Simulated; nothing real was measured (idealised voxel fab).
Documented hereafter: the process module known as voxel wiring stack.
The width of the displayed cross-section, cut, is 265 nm; its cells are square, with a size of 5 nm.
Just so we're on the same page, the cross-sections are grids of square cells, and they're listed out in bands top to bottom, each band one or more rows deep.
Per band: top height and bottom height in nm, followed by the left-to-right materials and their widths in nm; "edge to edge" marks a single material spanning edge to edge, "empty" marks empty space.
Height reference: 0 = level under which incoming wafer is all one material. Lowest band: no bottom, runs on downward, e.g. "0..down".
With a width like "30 to 40", each row of cells in the band differs from the next by the same amount, the top row carrying the first number and the bottom row the second.
Where a step carries "all unchanged", the cross-section came out of it unchanged, cell for cell.
"Entrapped void list": sealed empty spaces, 8 cells or more, no open way to top, listed width x height at distance, with distance from the left edge and width, height and distance in nm.
Read whatever lies past the settings on a step's line as the simulator's own remark about the step.
On any step carrying a mask, the "overlay nm" setting, if present on the step's line, tells how far right of its planned place the mask lay; negative values point to the left.
List of planned process steps
1: RECEIVE: material Si
2: CONFORMAL_DEP: material SiO2, thk nm 10
3: DIRECTIONAL_DEP: material TiN, thk nm 5
4: DIRECTIONAL_DEP: material W, thk nm 25
5: PATTERN: tone cover, mask id METAL_1, material resist, width nm 30, pitch nm 55, thk nm 15, overlay nm 0
6: DIRECTIONAL_ETCH: etch materials W, depth nm 25
7: DIRECTIONAL_ETCH: etch materials TiN, depth nm 5
8: STRIP: etch materials resist
9: FILL_DEP: material SiO2, thk nm 10
10: CMP: height nm 40
11: CONFORMAL_DEP: material SiCN, thk nm 5
12: DIRECTIONAL_DEP: material SiO2, thk nm 30
13: PATTERN: tone open, mask id METAL_2_HOLES, material resist, width nm 15, pitch nm 55, thk nm 20, overlay nm 0
14: DIRECTIONAL_ETCH: etch materials SiO2, depth nm 30
15: STRIP: etch materials resist
16: DIRECTIONAL_DEP: material aC, thk nm 15
17: PATTERN: tone open, mask id METAL_2, material resist, width nm 30, pitch nm 55, thk nm 35, overlay nm 0
18: DIRECTIONAL_ETCH: etch materials aC, depth nm 15
19: STRIP: etch materials resist
20: DIRECTIONAL_ETCH: etch materials SiO2, depth nm 20
21: DIRECTIONAL_ETCH: etch materials SiCN, depth nm 5
22: STRIP: etch materials aC
23: CONFORMAL_DEP: material TiN, thk nm 5
24: FILL_DEP: material Ru, thk nm 5
25: CMP: height nm 75
26: CONFORMAL_DEP: material SiCN, thk nm 5
27: DIRECTIONAL_DEP: material lowk, thk nm 10
28: MASKED_ETCH: tone open, mask id PLUG_2, width nm 15, pitch nm 110, etch materials lowk, depth nm 10, overlay nm 0
29: MASKED_ETCH: tone open, mask id PLUG_2, width nm 15, pitch nm 110, etch materials SiCN, depth nm 5, overlay nm 0
30: CONFORMAL_DEP: material TiN, thk nm 5
31: FILL_DEP: material Cu, thk nm 10
32: CMP: height nm 90
33: DIRECTIONAL_DEP: material TiN, thk nm 5
34: DIRECTIONAL_DEP: material Ru, thk nm 25
35: MASKED_ETCH: tone cover, mask id METAL_3, width nm 30, pitch nm 55, etch materials Ru, depth nm 25, overlay nm 0
36: MASKED_ETCH: tone cover, mask id METAL_3, width nm 30, pitch nm 55, etch materials TiN, depth nm 5, overlay nm 0
37: CONFORMAL_DEP: material SiN, thk nm 5
38: FILL_DEP: material lowk, thk nm 5
39: CMP: height nm 120
40: CONFORMAL_DEP: material SiN, thk nm 5
The first of the two wafers, which ran as planned
Delivered wafer in cross-section: state after step 1
* 0..down = Si edge to edge
* Entrapped void list: none
Cross-section through the wafer, step 2 finished
* 10..0 = SiO2 edge to edge
* Note: structure below 0 unchanged.
Cross-section through the wafer, step 3 finished
* 15..10 = TiN edge to edge
* Note: structure below 10 unchanged.
Cross-section through the wafer, step 4 finished
* 40..15 = W edge to edge
* Note: structure below 15 unchanged.
Cross-section through the wafer, step 5 finished
* 55..40 = empty (35) | resist (30) | empty (25) | resist (30) | empty (25) | resist (30) | empty (25) | resist (30) | empty (35)
* Note: structure below 40 unchanged.
Cross-section through the wafer, step 6 finished
* 55..40 = empty (35) | resist (30) | empty (25) | resist (30) | empty (25) | resist (30) | empty (25) | resist (30) | empty (35)
* 40..15 = empty (35) | W (30) | empty (25) | W (30) | empty (25) | W (30) | empty (25) | W (30) | empty (35)
* Note: structure below 15 unchanged.
Cross-section through the wafer, step 7 finished
* 55..40 = empty (35) | resist (30) | empty (25) | resist (30) | empty (25) | resist (30) | empty (25) | resist (30) | empty (35)
* 40..15 = empty (35) | W (30) | empty (25) | W (30) | empty (25) | W (30) | empty (25) | W (30) | empty (35)
* 15..10 = empty (35) | TiN (30) | empty (25) | TiN (30) | empty (25) | TiN (30) | empty (25) | TiN (30) | empty (35)
* Note: structure below 10 unchanged.
Cross-section through the wafer, step 8 finished
* 40..15 = empty (35) | W (30) | empty (25) | W (30) | empty (25) | W (30) | empty (25) | W (30) | empty (35)
* Note: structure below 15 unchanged.
Cross-section through the wafer, step 9 finished
* 50..40 = SiO2 edge to edge
* 40..15 = SiO2 (35) | W (30) | SiO2 (25) | W (30) | SiO2 (25) | W (30) | SiO2 (25) | W (30) | SiO2 (35)
* 15..10 = SiO2 (35) | TiN (30) | SiO2 (25) | TiN (30) | SiO2 (25) | TiN (30) | SiO2 (25) | TiN (30) | SiO2 (35)
* Note: structure below 10 unchanged.
Cross-section through the wafer, step 10 finished
* 40..15 = SiO2 (35) | W (30) | SiO2 (25) | W (30) | SiO2 (25) | W (30) | SiO2 (25) | W (30) | SiO2 (35)
* Note: structure below 15 unchanged.
Cross-section through the wafer, step 11 finished
* 45..40 = SiCN edge to edge
* Note: structure below 40 unchanged.
Cross-section through the wafer, step 12 finished
* 75..45 = SiO2 edge to edge
* Note: structure below 45 unchanged.
Cross-section through the wafer, step 13 finished
* 95..75 = resist (35) | empty (15) | resist (40) | empty (15) | resist (40) | empty (15) | resist (40) | empty (15) | resist (50)
* Note: structure below 75 unchanged.
Cross-section through the wafer, step 14 finished
* 95..75 = resist (35) | empty (15) | resist (40) | empty (15) | resist (40) | empty (15) | resist (40) | empty (15) | resist (50)
* 75..45 = SiO2 (35) | empty (15) | SiO2 (40) | empty (15) | SiO2 (40) | empty (15) | SiO2 (40) | empty (15) | SiO2 (50)
* Note: structure below 45 unchanged.
Cross-section through the wafer, step 15 finished
* 75..45 = SiO2 (35) | empty (15) | SiO2 (40) | empty (15) | SiO2 (40) | empty (15) | SiO2 (40) | empty (15) | SiO2 (50)
* Note: structure below 45 unchanged.
Cross-section through the wafer, step 16 finished
* 90..75 = aC (35) | empty (15) | aC (40) | empty (15) | aC (40) | empty (15) | aC (40) | empty (15) | aC (50)
* 75..60 = SiO2 (35) | empty (15) | SiO2 (40) | empty (15) | SiO2 (40) | empty (15) | SiO2 (40) | empty (15) | SiO2 (50)
* 60..45 = SiO2 (35) | aC (15) | SiO2 (40) | aC (15) | SiO2 (40) | aC (15) | SiO2 (40) | aC (15) | SiO2 (50)
* Note: structure below 45 unchanged.
Cross-section through the wafer, step 17 finished
* 125..90 = resist (35) | empty (30) | resist (25) | empty (30) | resist (25) | empty (30) | resist (25) | empty (30) | resist (35)
* Note: structure below 90 unchanged.
Cross-section through the wafer, step 18 finished
* 110..90 = resist (35) | empty (30) | resist (25) | empty (30) | resist (25) | empty (30) | resist (25) | empty (30) | resist (35)
* 90..75 = aC (35) | empty (30) | aC (25) | empty (30) | aC (25) | empty (30) | aC (25) | empty (30) | aC (35)
* 75..45 = SiO2 (35) | empty (15) | SiO2 (40) | empty (15) | SiO2 (40) | empty (15) | SiO2 (40) | empty (15) | SiO2 (50)
* Note: structure below 45 unchanged.
Cross-section through the wafer, step 19 finished
* 90..75 = aC (35) | empty (30) | aC (25) | empty (30) | aC (25) | empty (30) | aC (25) | empty (30) | aC (35)
* Note: structure below 75 unchanged.
Cross-section through the wafer, step 20 finished
* 90..75 = aC (35) | empty (30) | aC (25) | empty (30) | aC (25) | empty (30) | aC (25) | empty (30) | aC (35)
* 75..55 = SiO2 (35) | empty (30) | SiO2 (25) | empty (30) | SiO2 (25) | empty (30) | SiO2 (25) | empty (30) | SiO2 (35)
* Note: structure below 55 unchanged.
Cross-section through the wafer, step 21 finished
* 90..75 = aC (35) | empty (30) | aC (25) | empty (30) | aC (25) | empty (30) | aC (25) | empty (30) | aC (35)
* 75..55 = SiO2 (35) | empty (30) | SiO2 (25) | empty (30) | SiO2 (25) | empty (30) | SiO2 (25) | empty (30) | SiO2 (35)
* 55..45 = SiO2 (35) | empty (15) | SiO2 (40) | empty (15) | SiO2 (40) | empty (15) | SiO2 (40) | empty (15) | SiO2 (50)
* 45..40 = SiCN (35) | empty (15) | SiCN (40) | empty (15) | SiCN (40) | empty (15) | SiCN (40) | empty (15) | SiCN (50)
* Note: structure below 40 unchanged.
Cross-section through the wafer, step 22 finished
* 75..55 = SiO2 (35) | empty (30) | SiO2 (25) | empty (30) | SiO2 (25) | empty (30) | SiO2 (25) | empty (30) | SiO2 (35)
* Note: structure below 55 unchanged.
Cross-section through the wafer, step 23 finished
* 80..75 = TiN (40) | empty (20) | TiN (35) | empty (20) | TiN (35) | empty (20) | TiN (35) | empty (20) | TiN (40)
* 75..60 = SiO2 (35) | TiN (5) | empty (20) | TiN (5) | SiO2 (25) | TiN (5) | empty (20) | TiN (5) | SiO2 (25) | TiN (5) | empty (20) | TiN (5) | SiO2 (25) | TiN (5) | empty (20) | TiN (5) | SiO2 (35)
* 60..55 = SiO2 (35) | TiN (5) | empty (5) | TiN (20) | SiO2 (25) | TiN (5) | empty (5) | TiN (20) | SiO2 (25) | TiN (5) | empty (5) | TiN (20) | SiO2 (25) | TiN (5) | empty (5) | TiN (20) | SiO2 (35)
* 55..45 = SiO2 (35) | TiN (5) | empty (5) | TiN (5) | SiO2 (40) | TiN (5) | empty (5) | TiN (5) | SiO2 (40) | TiN (5) | empty (5) | TiN (5) | SiO2 (40) | TiN (5) | empty (5) | TiN (5) | SiO2 (50)
* 45..40 = SiCN (35) | TiN (15) | SiCN (40) | TiN (15) | SiCN (40) | TiN (15) | SiCN (40) | TiN (15) | SiCN (50)
* Note: structure below 40 unchanged.
Cross-section through the wafer, step 24 finished
* 85..80 = Ru edge to edge
* 80..75 = TiN (40) | Ru (20) | TiN (35) | Ru (20) | TiN (35) | Ru (20) | TiN (35) | Ru (20) | TiN (40)
* 75..60 = SiO2 (35) | TiN (5) | Ru (20) | TiN (5) | SiO2 (25) | TiN (5) | Ru (20) | TiN (5) | SiO2 (25) | TiN (5) | Ru (20) | TiN (5) | SiO2 (25) | TiN (5) | Ru (20) | TiN (5) | SiO2 (35)
* 60..55 = SiO2 (35) | TiN (5) | Ru (5) | TiN (20) | SiO2 (25) | TiN (5) | Ru (5) | TiN (20) | SiO2 (25) | TiN (5) | Ru (5) | TiN (20) | SiO2 (25) | TiN (5) | Ru (5) | TiN (20) | SiO2 (35)
* 55..45 = SiO2 (35) | TiN (5) | Ru (5) | TiN (5) | SiO2 (40) | TiN (5) | Ru (5) | TiN (5) | SiO2 (40) | TiN (5) | Ru (5) | TiN (5) | SiO2 (40) | TiN (5) | Ru (5) | TiN (5) | SiO2 (50)
* Note: structure below 45 unchanged.
Cross-section through the wafer, step 25 finished
* 75..60 = SiO2 (35) | TiN (5) | Ru (20) | TiN (5) | SiO2 (25) | TiN (5) | Ru (20) | TiN (5) | SiO2 (25) | TiN (5) | Ru (20) | TiN (5) | SiO2 (25) | TiN (5) | Ru (20) | TiN (5) | SiO2 (35)
* Note: structure below 60 unchanged.
Cross-section through the wafer, step 26 finished
* 80..75 = SiCN edge to edge
* Note: structure below 75 unchanged.
Cross-section through the wafer, step 27 finished
* 90..80 = lowk edge to edge
* Note: structure below 80 unchanged.
Cross-section through the wafer, step 28 finished
* 90..80 = lowk (35) | empty (15) | lowk (95) | empty (15) | lowk (105)
* Note: structure below 80 unchanged.
Cross-section through the wafer, step 29 finished
* 90..80 = lowk (35) | empty (15) | lowk (95) | empty (15) | lowk (105)
* 80..75 = SiCN (35) | empty (15) | SiCN (95) | empty (15) | SiCN (105)
* Note: structure below 75 unchanged.
Cross-section through the wafer, step 30 finished
* 95..90 = TiN (40) | empty (5) | TiN (105) | empty (5) | TiN (110)
* 90..80 = lowk (35) | TiN (5) | empty (5) | TiN (5) | lowk (95) | TiN (5) | empty (5) | TiN (5) | lowk (105)
* 80..75 = SiCN (35) | TiN (15) | SiCN (95) | TiN (15) | SiCN (105)
* Note: structure below 75 unchanged.
Cross-section through the wafer, step 31 finished
* 105..95 = Cu edge to edge
* 95..90 = TiN (40) | Cu (5) | TiN (105) | Cu (5) | TiN (110)
* 90..80 = lowk (35) | TiN (5) | Cu (5) | TiN (5) | lowk (95) | TiN (5) | Cu (5) | TiN (5) | lowk (105)
* Note: structure below 80 unchanged.
Cross-section through the wafer, step 32 finished
* 90..80 = lowk (35) | TiN (5) | Cu (5) | TiN (5) | lowk (95) | TiN (5) | Cu (5) | TiN (5) | lowk (105)
* Note: structure below 80 unchanged.
Cross-section through the wafer, step 33 finished
* 95..90 = TiN edge to edge
* Note: structure below 90 unchanged.
Cross-section through the wafer, step 34 finished
* 120..95 = Ru edge to edge
* Note: structure below 95 unchanged.
Cross-section through the wafer, step 35 finished
* 120..95 = empty (35) | Ru (30) | empty (25) | Ru (30) | empty (25) | Ru (30) | empty (25) | Ru (30) | empty (35)
* Note: structure below 95 unchanged.
Cross-section through the wafer, step 36 finished
* 120..95 = empty (35) | Ru (30) | empty (25) | Ru (30) | empty (25) | Ru (30) | empty (25) | Ru (30) | empty (35)
* 95..90 = empty (35) | TiN (30) | empty (25) | TiN (30) | empty (25) | TiN (30) | empty (25) | TiN (30) | empty (35)
* Note: structure below 90 unchanged.
Cross-section through the wafer, step 37 finished
* 125..120 = empty (30) | SiN (40) | empty (15) | SiN (40) | empty (15) | SiN (40) | empty (15) | SiN (40) | empty (30)
* 120..95 = empty (30) | SiN (5) | Ru (30) | SiN (5) | empty (15) | SiN (5) | Ru (30) | SiN (5) | empty (15) | SiN (5) | Ru (30) | SiN (5) | empty (15) | SiN (5) | Ru (30) | SiN (5) | empty (30)
* 95..90 = SiN (35) | TiN (30) | SiN (25) | TiN (30) | SiN (25) | TiN (30) | SiN (25) | TiN (30) | SiN (35)
* Note: structure below 90 unchanged.
Cross-section through the wafer, step 38 finished
* 130..125 = lowk edge to edge
* 125..120 = lowk (30) | SiN (40) | lowk (15) | SiN (40) | lowk (15) | SiN (40) | lowk (15) | SiN (40) | lowk (30)
* 120..95 = lowk (30) | SiN (5) | Ru (30) | SiN (5) | lowk (15) | SiN (5) | Ru (30) | SiN (5) | lowk (15) | SiN (5) | Ru (30) | SiN (5) | lowk (15) | SiN (5) | Ru (30) | SiN (5) | lowk (30)
* Note: structure below 95 unchanged.
Cross-section through the wafer, step 39 finished
* 120..95 = lowk (30) | SiN (5) | Ru (30) | SiN (5) | lowk (15) | SiN (5) | Ru (30) | SiN (5) | lowk (15) | SiN (5) | Ru (30) | SiN (5) | lowk (15) | SiN (5) | Ru (30) | SiN (5) | lowk (30)
* Note: structure below 95 unchanged.
Cross-section through the wafer, step 40 finished
* 125..120 = SiN edge to edge
* Note: structure below 120 unchanged.
Regarding the second of the two wafers: it shared the first wafer's starting condition and process plan, yet one error occurred during its execution. Its history coincides with that of the first wafer up to and including step 11
Second wafer shown in cross-section at the time step 12 was slated to end
* 105..45 = SiO2 edge to edge
* Note: structure below 45 unchanged.
Second wafer shown in cross-section at the time step 13 was slated to end
* 125..105 = resist (35) | empty (15) | resist (40) | empty (15) | resist (40) | empty (15) | resist (40) | empty (15) | resist (50)
* Note: structure below 105 unchanged.
Second wafer shown in cross-section at the time step 14 was slated to end
* 125..105 = resist (35) | empty (15) | resist (40) | empty (15) | resist (40) | empty (15) | resist (40) | empty (15) | resist (50)
* 105..75 = SiO2 (35) | empty (15) | SiO2 (40) | empty (15) | SiO2 (40) | empty (15) | SiO2 (40) | empty (15) | SiO2 (50)
* Note: structure below 75 unchanged.
Second wafer shown in cross-section at the time step 15 was slated to end
* 105..75 = SiO2 (35) | empty (15) | SiO2 (40) | empty (15) | SiO2 (40) | empty (15) | SiO2 (40) | empty (15) | SiO2 (50)
* Note: structure below 75 unchanged.
Second wafer shown in cross-section at the time step 16 was slated to end
* 120..105 = aC (35) | empty (15) | aC (40) | empty (15) | aC (40) | empty (15) | aC (40) | empty (15) | aC (50)
* 105..90 = SiO2 (35) | empty (15) | SiO2 (40) | empty (15) | SiO2 (40) | empty (15) | SiO2 (40) | empty (15) | SiO2 (50)
* 90..75 = SiO2 (35) | aC (15) | SiO2 (40) | aC (15) | SiO2 (40) | aC (15) | SiO2 (40) | aC (15) | SiO2 (50)
* Note: structure below 75 unchanged.
Second wafer shown in cross-section at the time step 17 was slated to end
* 155..120 = resist (35) | empty (30) | resist (25) | empty (30) | resist (25) | empty (30) | resist (25) | empty (30) | resist (35)
* Note: structure below 120 unchanged.
Second wafer shown in cross-section at the time step 18 was slated to end
* 140..120 = resist (35) | empty (30) | resist (25) | empty (30) | resist (25) | empty (30) | resist (25) | empty (30) | resist (35)
* 120..105 = aC (35) | empty (30) | aC (25) | empty (30) | aC (25) | empty (30) | aC (25) | empty (30) | aC (35)
* 105..75 = SiO2 (35) | empty (15) | SiO2 (40) | empty (15) | SiO2 (40) | empty (15) | SiO2 (40) | empty (15) | SiO2 (50)
* Note: structure below 75 unchanged.
Second wafer shown in cross-section at the time step 19 was slated to end
* 120..105 = aC (35) | empty (30) | aC (25) | empty (30) | aC (25) | empty (30) | aC (25) | empty (30) | aC (35)
* Note: structure below 105 unchanged.
Second wafer shown in cross-section at the time step 20 was slated to end
* 120..105 = aC (35) | empty (30) | aC (25) | empty (30) | aC (25) | empty (30) | aC (25) | empty (30) | aC (35)
* 105..85 = SiO2 (35) | empty (30) | SiO2 (25) | empty (30) | SiO2 (25) | empty (30) | SiO2 (25) | empty (30) | SiO2 (35)
* 85..55 = SiO2 (35) | empty (15) | SiO2 (40) | empty (15) | SiO2 (40) | empty (15) | SiO2 (40) | empty (15) | SiO2 (50)
* Note: structure below 55 unchanged.
Second wafer shown in cross-section at the time step 21 was slated to end: all unchanged
Second wafer shown in cross-section at the time step 22 was slated to end
* 105..85 = SiO2 (35) | empty (30) | SiO2 (25) | empty (30) | SiO2 (25) | empty (30) | SiO2 (25) | empty (30) | SiO2 (35)
* Note: structure below 85 unchanged.
Second wafer shown in cross-section at the time step 23 was slated to end
* 110..105 = TiN (40) | empty (20) | TiN (35) | empty (20) | TiN (35) | empty (20) | TiN (35) | empty (20) | TiN (40)
* 105..90 = SiO2 (35) | TiN (5) | empty (20) | TiN (5) | SiO2 (25) | TiN (5) | empty (20) | TiN (5) | SiO2 (25) | TiN (5) | empty (20) | TiN (5) | SiO2 (25) | TiN (5) | empty (20) | TiN (5) | SiO2 (35)
* 90..85 = SiO2 (35) | TiN (5) | empty (5) | TiN (20) | SiO2 (25) | TiN (5) | empty (5) | TiN (20) | SiO2 (25) | TiN (5) | empty (5) | TiN (20) | SiO2 (25) | TiN (5) | empty (5) | TiN (20) | SiO2 (35)
* 85..60 = SiO2 (35) | TiN (5) | empty (5) | TiN (5) | SiO2 (40) | TiN (5) | empty (5) | TiN (5) | SiO2 (40) | TiN (5) | empty (5) | TiN (5) | SiO2 (40) | TiN (5) | empty (5) | TiN (5) | SiO2 (50)
* 60..55 = SiO2 (35) | TiN (15) | SiO2 (40) | TiN (15) | SiO2 (40) | TiN (15) | SiO2 (40) | TiN (15) | SiO2 (50)
* Note: structure below 55 unchanged.
Second wafer shown in cross-section at the time step 24 was slated to end
* 115..110 = Ru edge to edge
* 110..105 = TiN (40) | Ru (20) | TiN (35) | Ru (20) | TiN (35) | Ru (20) | TiN (35) | Ru (20) | TiN (40)
* 105..90 = SiO2 (35) | TiN (5) | Ru (20) | TiN (5) | SiO2 (25) | TiN (5) | Ru (20) | TiN (5) | SiO2 (25) | TiN (5) | Ru (20) | TiN (5) | SiO2 (25) | TiN (5) | Ru (20) | TiN (5) | SiO2 (35)
* 90..85 = SiO2 (35) | TiN (5) | Ru (5) | TiN (20) | SiO2 (25) | TiN (5) | Ru (5) | TiN (20) | SiO2 (25) | TiN (5) | Ru (5) | TiN (20) | SiO2 (25) | TiN (5) | Ru (5) | TiN (20) | SiO2 (35)
* 85..60 = SiO2 (35) | TiN (5) | Ru (5) | TiN (5) | SiO2 (40) | TiN (5) | Ru (5) | TiN (5) | SiO2 (40) | TiN (5) | Ru (5) | TiN (5) | SiO2 (40) | TiN (5) | Ru (5) | TiN (5) | SiO2 (50)
* Note: structure below 60 unchanged.
Second wafer shown in cross-section at the time step 25 was slated to end
* 75..60 = SiO2 (35) | TiN (5) | Ru (5) | TiN (5) | SiO2 (40) | TiN (5) | Ru (5) | TiN (5) | SiO2 (40) | TiN (5) | Ru (5) | TiN (5) | SiO2 (40) | TiN (5) | Ru (5) | TiN (5) | SiO2 (50)
* Note: structure below 60 unchanged.
Second wafer shown in cross-section at the time step 26 was slated to end
* 80..75 = SiCN edge to edge
* Note: structure below 75 unchanged.
Second wafer shown in cross-section at the time step 27 was slated to end
* 90..80 = lowk edge to edge
* Note: structure below 80 unchanged.
Second wafer shown in cross-section at the time step 28 was slated to end
* 90..80 = lowk (35) | empty (15) | lowk (95) | empty (15) | lowk (105)
* Note: structure below 80 unchanged.
Second wafer shown in cross-section at the time step 29 was slated to end
* 90..80 = lowk (35) | empty (15) | lowk (95) | empty (15) | lowk (105)
* 80..75 = SiCN (35) | empty (15) | SiCN (95) | empty (15) | SiCN (105)
* Note: structure below 75 unchanged.
Second wafer shown in cross-section at the time step 30 was slated to end
* 95..90 = TiN (40) | empty (5) | TiN (105) | empty (5) | TiN (110)
* 90..80 = lowk (35) | TiN (5) | empty (5) | TiN (5) | lowk (95) | TiN (5) | empty (5) | TiN (5) | lowk (105)
* 80..75 = SiCN (35) | TiN (15) | SiCN (95) | TiN (15) | SiCN (105)
* Note: structure below 75 unchanged.
Second wafer shown in cross-section at the time step 31 was slated to end
* 105..95 = Cu edge to edge
* 95..90 = TiN (40) | Cu (5) | TiN (105) | Cu (5) | TiN (110)
* 90..80 = lowk (35) | TiN (5) | Cu (5) | TiN (5) | lowk (95) | TiN (5) | Cu (5) | TiN (5) | lowk (105)
* Note: structure below 80 unchanged.
Second wafer shown in cross-section at the time step 32 was slated to end
* 90..80 = lowk (35) | TiN (5) | Cu (5) | TiN (5) | lowk (95) | TiN (5) | Cu (5) | TiN (5) | lowk (105)
* Note: structure below 80 unchanged.
Second wafer shown in cross-section at the time step 33 was slated to end
* 95..90 = TiN edge to edge
* Note: structure below 90 unchanged.
Second wafer shown in cross-section at the time step 34 was slated to end
* 120..95 = Ru edge to edge
* Note: structure below 95 unchanged.
Second wafer shown in cross-section at the time step 35 was slated to end
* 120..95 = empty (35) | Ru (30) | empty (25) | Ru (30) | empty (25) | Ru (30) | empty (25) | Ru (30) | empty (35)
* Note: structure below 95 unchanged.
Second wafer shown in cross-section at the time step 36 was slated to end
* 120..95 = empty (35) | Ru (30) | empty (25) | Ru (30) | empty (25) | Ru (30) | empty (25) | Ru (30) | empty (35)
* 95..90 = empty (35) | TiN (30) | empty (25) | TiN (30) | empty (25) | TiN (30) | empty (25) | TiN (30) | empty (35)
* Note: structure below 90 unchanged.
Second wafer shown in cross-section at the time step 37 was slated to end
* 125..120 = empty (30) | SiN (40) | empty (15) | SiN (40) | empty (15) | SiN (40) | empty (15) | SiN (40) | empty (30)
* 120..95 = empty (30) | SiN (5) | Ru (30) | SiN (5) | empty (15) | SiN (5) | Ru (30) | SiN (5) | empty (15) | SiN (5) | Ru (30) | SiN (5) | empty (15) | SiN (5) | Ru (30) | SiN (5) | empty (30)
* 95..90 = SiN (35) | TiN (30) | SiN (25) | TiN (30) | SiN (25) | TiN (30) | SiN (25) | TiN (30) | SiN (35)
* Note: structure below 90 unchanged.
Second wafer shown in cross-section at the time step 38 was slated to end
* 130..125 = lowk edge to edge
* 125..120 = lowk (30) | SiN (40) | lowk (15) | SiN (40) | lowk (15) | SiN (40) | lowk (15) | SiN (40) | lowk (30)
* 120..95 = lowk (30) | SiN (5) | Ru (30) | SiN (5) | lowk (15) | SiN (5) | Ru (30) | SiN (5) | lowk (15) | SiN (5) | Ru (30) | SiN (5) | lowk (15) | SiN (5) | Ru (30) | SiN (5) | lowk (30)
* Note: structure below 95 unchanged.
Second wafer shown in cross-section at the time step 39 was slated to end
* 120..95 = lowk (30) | SiN (5) | Ru (30) | SiN (5) | lowk (15) | SiN (5) | Ru (30) | SiN (5) | lowk (15) | SiN (5) | Ru (30) | SiN (5) | lowk (15) | SiN (5) | Ru (30) | SiN (5) | lowk (30)
* Note: structure below 95 unchanged.
Second wafer shown in cross-section at the time step 40 was slated to end
* 125..120 = SiN edge to edge
* Note: structure below 120 unchanged.
Want to know what went wrong? step 12 in the plan was executed twice
Looking at both finished wafers in cells, the second ends up ahead of or behind the first on some materials: Ru: 48 fewer; SiCN: 12 more; SiO2: 72 more; TiN: 36 fewer
